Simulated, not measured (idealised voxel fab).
This is a process module. Its name is voxel ribs on slabs.
FYI the section here is cut, 260 nm wide, cells are 5 nm squares.
When this document writes out a cross-section, it uses a grid of square cells and lists it as bands, beginning at the top and moving down, with a band standing for one or more rows of cells. A band entry consists of two parts. The first gives the height of the band's top and the height of its bottom, in nm. The rest lists the band's materials from left to right, each with its width in nm. A single material labelled with the word "edge to edge" fills the band from edge to edge, and the word "blank" marks empty space. Height is counted from the level 0, under which the received wafer is composed throughout of one material. The lowest of the bands is not closed at the bottom but continues downward, in the notation "0..down". A two-number width, for instance "30 to 40", indicates that the width is equal to the first number in the top row of the band and to the second number in the bottom row, and that it changes by a constant amount per row of cells. Where the words "no alterations made" appear for a step, the cross-section shows no cell changed by that step; every cell remained as before. Look at "Closed void list" for the closed voids: empty spaces with no open path to the top, sized 8 cells or up. Each is width x height at distance, distance from the left edge, all nm. Whatever follows a step's settings on its line is a remark the simulator itself makes about that step. overlay nm: for a step with a mask, the amount by which the mask lay right of where it was planned; a negative amount means left of it. Note on reading: below, each pair holds a cross-section from before one process step and one from after it; the one from after shows only down to the lowest band that changed. Beneath the pair, the step in between is stated along with its settings. The pairs can stem from different runs of this module on the same starting wafer. Where a pair's entry headed "Prior state" says so, and only there, that pair continues from the pair above it.

PRIOR STATE
  0..down = Si edge to edge
  Closed void list: none

SECTIONAL RESULT
  25..0 = SiO2 edge to edge
  Anything lower than 0 is untouched.
  Closed void list: none
The structure goes from the before cross-section above to the after cross-section through DIRECTIONAL_DEP,material SiO2,thk nm 25

Prior state: no separate figure, the pair right above already shows it after its step.

SECTIONAL RESULT
  45..25 = SiN edge to edge
  Anything lower than 25 is untouched.
  Closed void list: none
The structure goes from the before cross-section above to the after cross-section through DIRECTIONAL_DEP,material SiN,thk nm 20

Prior state: no separate figure, the pair right above already shows it after its step.

SECTIONAL RESULT
  45..40 = 115 blank | 30 SiN | 115 blank
  Anything lower than 40 is untouched.
  Closed void list: none
The structure goes from the before cross-section above to the after cross-section through MASKED_ETCH,tone cover,mask id RIB,width nm 30,etch materials SiN,depth nm 5,overlay nm 0

Prior state: no separate figure, the pair right above already shows it after its step.

SECTIONAL RESULT
  55..50 = 115 blank | 30 aC | 115 blank
  50..45 = aC edge to edge
  45..40 = 115 aC | 30 SiN | 115 aC
  Anything lower than 40 is untouched.
  Closed void list: none
The structure goes from the before cross-section above to the after cross-section through DIRECTIONAL_DEP,material aC,thk nm 10

Prior state: no separate figure, the pair right above already shows it after its step.

SECTIONAL RESULT
  80..55 = 90 blank | 80 resist | 90 blank
  55..50 = 90 blank | 25 resist | 30 aC | 25 resist | 90 blank
  Anything lower than 50 is untouched.
  Closed void list: none
The structure goes from the before cross-section above to the after cross-section through PATTERN,tone cover,mask id SLAB,material resist,width nm 80,thk nm 25,overlay nm 0

Prior state: no separate figure, the pair right above already shows it after its step.

SECTIONAL RESULT
  70..55 = 90 blank | 80 resist | 90 blank
  55..50 = 90 blank | 25 resist | 30 aC | 25 resist | 90 blank
  50..45 = 90 blank | 80 aC | 90 blank
  45..40 = 90 blank | 25 aC | 30 SiN | 25 aC | 90 blank
  Anything lower than 40 is untouched.
  Closed void list: none
The structure goes from the before cross-section above to the after cross-section through DIRECTIONAL_ETCH,etch materials aC,depth nm 10

Prior state: no separate figure, the pair right above already shows it after its step.

SECTIONAL RESULT
  55..45 = 115 to 90 blank | 30 to 80 aC | 115 to 90 blank
  Anything lower than 45 is untouched.
  Closed void list: none
The structure goes from the before cross-section above to the after cross-section through STRIP,etch materials resist

Prior state: no separate figure, the pair right above already shows it after its step.

SECTIONAL RESULT
  55..45 = 115 to 90 blank | 30 to 80 aC | 115 to 90 blank
  45..40 = 90 blank | 25 aC | 30 SiN | 25 aC | 90 blank
  40..25 = 90 blank | 80 SiN | 90 blank
  Anything lower than 25 is untouched.
  Closed void list: none
The structure goes from the before cross-section above to the after cross-section through DIRECTIONAL_ETCH,etch materials SiN,depth nm 15

Prior state: no separate figure, the pair right above already shows it after its step.

SECTIONAL RESULT
  45..40 = 115 blank | 30 SiN | 115 blank
  Anything lower than 40 is untouched.
  Closed void list: none
The structure goes from the before cross-section above to the after cross-section through STRIP,etch materials aC

Prior state: no separate figure, the pair right above already shows it after its step.

SECTIONAL RESULT
  65..45 = SiO2 edge to edge
  45..40 = 115 SiO2 | 30 SiN | 115 SiO2
  40..25 = 90 SiO2 | 80 SiN | 90 SiO2
  Anything lower than 25 is untouched.
  Closed void list: none
The structure goes from the before cross-section above to the after cross-section through FILL_DEP,material SiO2,thk nm 20

Prior state: no separate figure, the pair right above already shows it after its step.

SECTIONAL RESULT
  55..45 = SiO2 edge to edge
  Anything lower than 45 is untouched.
  Closed void list: none
The structure goes from the before cross-section above to the after cross-section through CMP,height nm 55

Prior state: no separate figure, the pair right above already shows it after its step.

SECTIONAL RESULT
  65..55 = W edge to edge
  Anything lower than 55 is untouched.
  Closed void list: none
The structure goes from the before cross-section above to the after cross-section through DIRECTIONAL_DEP,material W,thk nm 10

Prior state: no separate figure, the pair right above already shows it after its step.

SECTIONAL RESULT
  65..55 = 110 blank | 40 W | 110 blank
  Anything lower than 55 is untouched.
  Closed void list: none
The structure goes from the before cross-section above to the after cross-section through MASKED_ETCH,tone cover,mask id HEATER,width nm 40,etch materials W,depth nm 10,overlay nm 0

Prior state: no separate figure, the pair right above already shows it after its step.

SECTIONAL RESULT
  70..65 = 105 blank | 50 SiN | 105 blank
  65..60 = 105 blank | 5 SiN | 40 W | 5 SiN | 105 blank
  60..55 = 110 SiN | 40 W | 110 SiN
  Anything lower than 55 is untouched.
  Closed void list: none
The structure goes from the before cross-section above to the after cross-section through CONFORMAL_DEP,material SiN,thk nm 5

PRIOR STATE
  45..25 = SiN edge to edge
  25..0 = SiO2 edge to edge
  0..down = Si edge to edge
  Closed void list: none

SECTIONAL RESULT
  65..25 = SiN edge to edge
  Anything lower than 25 is untouched.
  Closed void list: none
The structure goes from the before cross-section above to the after cross-section through DIRECTIONAL_DEP,material SiN,thk nm 20

Prior state: no separate figure, the pair right above already shows it after its step.

SECTIONAL RESULT
  65..60 = 115 blank | 30 SiN | 115 blank
  Anything lower than 60 is untouched.
  Closed void list: none
The structure goes from the before cross-section above to the after cross-section through MASKED_ETCH,tone cover,mask id RIB,width nm 30,etch materials SiN,depth nm 5,overlay nm 0

Prior state: no separate figure, the pair right above already shows it after its step.

SECTIONAL RESULT
  75..70 = 115 blank | 30 aC | 115 blank
  70..65 = aC edge to edge
  65..60 = 115 aC | 30 SiN | 115 aC
  Anything lower than 60 is untouched.
  Closed void list: none
The structure goes from the before cross-section above to the after cross-section through DIRECTIONAL_DEP,material aC,thk nm 10

Prior state: no separate figure, the pair right above already shows it after its step.

SECTIONAL RESULT
  100..75 = 90 blank | 80 resist | 90 blank
  75..70 = 90 blank | 25 resist | 30 aC | 25 resist | 90 blank
  Anything lower than 70 is untouched.
  Closed void list: none
The structure goes from the before cross-section above to the after cross-section through PATTERN,tone cover,mask id SLAB,material resist,width nm 80,thk nm 25,overlay nm 0

Prior state: no separate figure, the pair right above already shows it after its step.

SECTIONAL RESULT
  90..75 = 90 blank | 80 resist | 90 blank
  75..70 = 90 blank | 25 resist | 30 aC | 25 resist | 90 blank
  70..65 = 90 blank | 80 aC | 90 blank
  65..60 = 90 blank | 25 aC | 30 SiN | 25 aC | 90 blank
  Anything lower than 60 is untouched.
  Closed void list: none
The structure goes from the before cross-section above to the after cross-section through DIRECTIONAL_ETCH,etch materials aC,depth nm 10

Prior state: no separate figure, the pair right above already shows it after its step.

SECTIONAL RESULT
  75..65 = 115 to 90 blank | 30 to 80 aC | 115 to 90 blank
  Anything lower than 65 is untouched.
  Closed void list: none
The structure goes from the before cross-section above to the after cross-section through STRIP,etch materials resist

Prior state: no separate figure, the pair right above already shows it after its step.

SECTIONAL RESULT
  75..65 = 115 to 90 blank | 30 to 80 aC | 115 to 90 blank
  65..60 = 90 blank | 25 aC | 30 SiN | 25 aC | 90 blank
  60..45 = 90 blank | 80 SiN | 90 blank
  Anything lower than 45 is untouched.
  Closed void list: none
The structure goes from the before cross-section above to the after cross-section through DIRECTIONAL_ETCH,etch materials SiN,depth nm 15

Prior state: no separate figure, the pair right above already shows it after its step.

SECTIONAL RESULT
  65..60 = 115 blank | 30 SiN | 115 blank
  Anything lower than 60 is untouched.
  Closed void list: none
The structure goes from the before cross-section above to the after cross-section through STRIP,etch materials aC

Prior state: no separate figure, the pair right above already shows it after its step.

SECTIONAL RESULT
  85..65 = SiO2 edge to edge
  65..60 = 115 SiO2 | 30 SiN | 115 SiO2
  60..45 = 90 SiO2 | 80 SiN | 90 SiO2
  Anything lower than 45 is untouched.
  Closed void list: none
The structure goes from the before cross-section above to the after cross-section through FILL_DEP,material SiO2,thk nm 20

Prior state: no separate figure, the pair right above already shows it after its step.

SECTIONAL RESULT
  55..45 = 90 SiO2 | 80 SiN | 90 SiO2
  Anything lower than 45 is untouched.
  Closed void list: none
The structure goes from the before cross-section above to the after cross-section through CMP,height nm 55

Prior state: no separate figure, the pair right above already shows it after its step.

SECTIONAL RESULT
  65..55 = W edge to edge
  Anything lower than 55 is untouched.
  Closed void list: none
The structure goes from the before cross-section above to the after cross-section through DIRECTIONAL_DEP,material W,thk nm 10

Prior state: no separate figure, the pair right above already shows it after its step.

SECTIONAL RESULT
  65..55 = 110 blank | 40 W | 110 blank
  Anything lower than 55 is untouched.
  Closed void list: none
The structure goes from the before cross-section above to the after cross-section through MASKED_ETCH,tone cover,mask id HEATER,width nm 40,etch materials W,depth nm 10,overlay nm 0

Prior state: no separate figure, the pair right above already shows it after its step.

SECTIONAL RESULT
  70..65 = 105 blank | 50 SiN | 105 blank
  65..60 = 105 blank | 5 SiN | 40 W | 5 SiN | 105 blank
  60..55 = 110 SiN | 40 W | 110 SiN
  Anything lower than 55 is untouched.
  Closed void list: none
The structure goes from the before cross-section above to the after cross-section through CONFORMAL_DEP,material SiN,thk nm 5

PRIOR STATE
  0..down = Si edge to edge
  Closed void list: none

SECTIONAL RESULT
  20..0 = SiN edge to edge
  Anything lower than 0 is untouched.
  Closed void list: none
The structure goes from the before cross-section above to the after cross-section through DIRECTIONAL_DEP,material SiN,thk nm 20

Prior state: no separate figure, the pair right above already shows it after its step.

SECTIONAL RESULT
  45..20 = SiO2 edge to edge
  Anything lower than 20 is untouched.
  Closed void list: none
The structure goes from the before cross-section above to the after cross-section through DIRECTIONAL_DEP,material SiO2,thk nm 25

Prior state: no separate figure, the pair right above already shows it after its step.

SECTIONAL RESULT
  55..45 = aC edge to edge
  Anything lower than 45 is untouched.
  Closed void list: none
The structure goes from the before cross-section above to the after cross-section through DIRECTIONAL_DEP,material aC,thk nm 10

Prior state: no separate figure, the pair right above already shows it after its step.

SECTIONAL RESULT
  80..55 = 90 blank | 80 resist | 90 blank
  Anything lower than 55 is untouched.
  Closed void list: none
The structure goes from the before cross-section above to the after cross-section through PATTERN,tone cover,mask id SLAB,material resist,width nm 80,thk nm 25,overlay nm 0

Prior state: no separate figure, the pair right above already shows it after its step.

SECTIONAL RESULT
  70..55 = 90 blank | 80 resist | 90 blank
  55..45 = 90 blank | 80 aC | 90 blank
  Anything lower than 45 is untouched.
  Closed void list: none
The structure goes from the before cross-section above to the after cross-section through DIRECTIONAL_ETCH,etch materials aC,depth nm 10

Prior state: no separate figure, the pair right above already shows it after its step.

SECTIONAL RESULT
  55..45 = 90 blank | 80 aC | 90 blank
  Anything lower than 45 is untouched.
  Closed void list: none
The structure goes from the before cross-section above to the after cross-section through STRIP,etch materials resist

Prior state: no separate figure, the pair right above already shows it after its step.

SECTIONAL RESULT
  45..20 = SiO2 edge to edge
  Anything lower than 20 is untouched.
  Closed void list: none
The structure goes from the before cross-section above to the after cross-section through STRIP,etch materials aC

Prior state: no separate figure, the pair right above already shows it after its step.

SECTIONAL RESULT
  65..20 = SiO2 edge to edge
  Anything lower than 20 is untouched.
  Closed void list: none
The structure goes from the before cross-section above to the after cross-section through FILL_DEP,material SiO2,thk nm 20

Prior state: no separate figure, the pair right above already shows it after its step.

SECTIONAL RESULT
  55..20 = SiO2 edge to edge
  Anything lower than 20 is untouched.
  Closed void list: none
The structure goes from the before cross-section above to the after cross-section through CMP,height nm 55

Prior state: no separate figure, the pair right above already shows it after its step.

SECTIONAL RESULT
  65..55 = W edge to edge
  Anything lower than 55 is untouched.
  Closed void list: none
The structure goes from the before cross-section above to the after cross-section through DIRECTIONAL_DEP,material W,thk nm 10

Prior state: no separate figure, the pair right above already shows it after its step.

SECTIONAL RESULT
  65..55 = 110 blank | 40 W | 110 blank
  Anything lower than 55 is untouched.
  Closed void list: none
The structure goes from the before cross-section above to the after cross-section through MASKED_ETCH,tone cover,mask id HEATER,width nm 40,etch materials W,depth nm 10,overlay nm 0

Prior state: no separate figure, the pair right above already shows it after its step.

SECTIONAL RESULT
  70..65 = 105 blank | 50 SiN | 105 blank
  65..60 = 105 blank | 5 SiN | 40 W | 5 SiN | 105 blank
  60..55 = 110 SiN | 40 W | 110 SiN
  Anything lower than 55 is untouched.
  Closed void list: none
The structure goes from the before cross-section above to the after cross-section through CONFORMAL_DEP,material SiN,thk nm 5

PRIOR STATE
  55..45 = 115 to 90 blank | 30 to 80 aC | 115 to 90 blank
  45..40 = 90 blank | 25 aC | 30 SiN | 25 aC | 90 blank
  40..25 = SiN edge to edge
  25..0 = SiO2 edge to edge
  0..down = Si edge to edge
  Closed void list: none

SECTIONAL RESULT
  55..45 = 115 to 90 blank | 30 to 80 aC | 115 to 90 blank
  45..40 = 90 blank | 25 aC | 30 SiN | 25 aC | 90 blank
  40..30 = 90 blank | 80 SiN | 90 blank
  Anything lower than 30 is untouched.
  Closed void list: none
The structure goes from the before cross-section above to the after cross-section through DIRECTIONAL_ETCH,etch materials SiN,depth nm 10

Prior state: no separate figure, the pair right above already shows it after its step.

SECTIONAL RESULT
  45..40 = 115 blank | 30 SiN | 115 blank
  Anything lower than 40 is untouched.
  Closed void list: none
The structure goes from the before cross-section above to the after cross-section through STRIP,etch materials aC

Prior state: no separate figure, the pair right above already shows it after its step.

SECTIONAL RESULT
  65..45 = SiO2 edge to edge
  45..40 = 115 SiO2 | 30 SiN | 115 SiO2
  40..30 = 90 SiO2 | 80 SiN | 90 SiO2
  Anything lower than 30 is untouched.
  Closed void list: none
The structure goes from the before cross-section above to the after cross-section through FILL_DEP,material SiO2,thk nm 20

Prior state: no separate figure, the pair right above already shows it after its step.

SECTIONAL RESULT
  55..45 = SiO2 edge to edge
  Anything lower than 45 is untouched.
  Closed void list: none
The structure goes from the before cross-section above to the after cross-section through CMP,height nm 55

Prior state: no separate figure, the pair right above already shows it after its step.

SECTIONAL RESULT
  65..55 = W edge to edge
  Anything lower than 55 is untouched.
  Closed void list: none
The structure goes from the before cross-section above to the after cross-section through DIRECTIONAL_DEP,material W,thk nm 10

Prior state: no separate figure, the pair right above already shows it after its step.

SECTIONAL RESULT
  65..55 = 110 blank | 40 W | 110 blank
  Anything lower than 55 is untouched.
  Closed void list: none
The structure goes from the before cross-section above to the after cross-section through MASKED_ETCH,tone cover,mask id HEATER,width nm 40,etch materials W,depth nm 10,overlay nm 0

Prior state: no separate figure, the pair right above already shows it after its step.

SECTIONAL RESULT
  70..65 = 105 blank | 50 SiN | 105 blank
  65..60 = 105 blank | 5 SiN | 40 W | 5 SiN | 105 blank
  60..55 = 110 SiN | 40 W | 110 SiN
  Anything lower than 55 is untouched.
  Closed void list: none
The structure goes from the before cross-section above to the after cross-section through CONFORMAL_DEP,material SiN,thk nm 5

PRIOR STATE
  65..55 = W edge to edge
  55..45 = SiO2 edge to edge
  45..40 = 115 SiO2 | 30 SiN | 115 SiO2
  40..25 = 90 SiO2 | 80 SiN | 90 SiO2
  25..0 = SiO2 edge to edge
  0..down = Si edge to edge
  Closed void list: none

SECTIONAL RESULT
  65..55 = 110 blank | 45 W | 105 blank
  Anything lower than 55 is untouched.
  Closed void list: none
The structure goes from the before cross-section above to the after cross-section through MASKED_ETCH,tone cover,mask id HEATER,width nm 45,etch materials W,depth nm 10,overlay nm 0

Prior state: no separate figure, the pair right above already shows it after its step.

SECTIONAL RESULT
  70..65 = 105 blank | 55 SiN | 100 blank
  65..60 = 105 blank | 5 SiN | 45 W | 5 SiN | 100 blank
  60..55 = 110 SiN | 45 W | 105 SiN
  Anything lower than 55 is untouched.
  Closed void list: none
The structure goes from the before cross-section above to the after cross-section through CONFORMAL_DEP,material SiN,thk nm 5

PRIOR STATE
  65..55 = W edge to edge
  55..45 = SiO2 edge to edge
  45..40 = 115 SiO2 | 30 SiN | 115 SiO2
  40..25 = 90 SiO2 | 80 SiN | 90 SiO2
  25..0 = SiO2 edge to edge
  0..down = Si edge to edge
  Closed void list: none

SECTIONAL RESULT
  65..55 = 105 blank | 40 W | 115 blank
  Anything lower than 55 is untouched.
  Closed void list: none
The structure goes from the before cross-section above to the after cross-section through MASKED_ETCH,tone cover,mask id HEATER,width nm 40,etch materials W,depth nm 10,overlay nm -5

Prior state: no separate figure, the pair right above already shows it after its step.

SECTIONAL RESULT
  70..65 = 100 blank | 50 SiN | 110 blank
  65..60 = 100 blank | 5 SiN | 40 W | 5 SiN | 110 blank
  60..55 = 105 SiN | 40 W | 115 SiN
  Anything lower than 55 is untouched.
  Closed void list: none
The structure goes from the before cross-section above to the after cross-section through CONFORMAL_DEP,material SiN,thk nm 5

PRIOR STATE
  55..45 = SiO2 edge to edge
  45..40 = 115 SiO2 | 30 SiN | 115 SiO2
  40..25 = 90 SiO2 | 80 SiN | 90 SiO2
  25..0 = SiO2 edge to edge
  0..down = Si edge to edge
  Closed void list: none

SECTIONAL RESULT
  65..55 = SiN edge to edge
  Anything lower than 55 is untouched.
  Closed void list: none
The structure goes from the before cross-section above to the after cross-section through DIRECTIONAL_DEP,material SiN,thk nm 10

Prior state: no separate figure, the pair right above already shows it after its step.

SECTIONAL RESULT
  70..55 = SiN edge to edge
  Anything lower than 55 is untouched.
  Closed void list: none
The structure goes from the before cross-section above to the after cross-section through CONFORMAL_DEP,material SiN,thk nm 5

PRIOR STATE
  65..55 = W edge to edge
  55..45 = SiO2 edge to edge
  45..40 = 115 SiO2 | 30 SiN | 115 SiO2
  40..25 = 90 SiO2 | 80 SiN | 90 SiO2
  25..0 = SiO2 edge to edge
  0..down = Si edge to edge
  Closed void list: none

SECTIONAL RESULT
  65..55 = 110 W | 40 blank | 110 W
  Anything lower than 55 is untouched.
  Closed void list: none
The structure goes from the before cross-section above to the after cross-section through MASKED_ETCH,tone open,mask id HEATER,width nm 40,etch materials W,depth nm 10,overlay nm 0

Prior state: no separate figure, the pair right above already shows it after its step.

SECTIONAL RESULT
  70..65 = 115 SiN | 30 blank | 115 SiN
  65..60 = 110 W | 5 SiN | 30 blank | 5 SiN | 110 W
  60..55 = 110 W | 40 SiN | 110 W
  Anything lower than 55 is untouched.
  Closed void list: none
The structure goes from the before cross-section above to the after cross-section through CONFORMAL_DEP,material SiN,thk nm 5
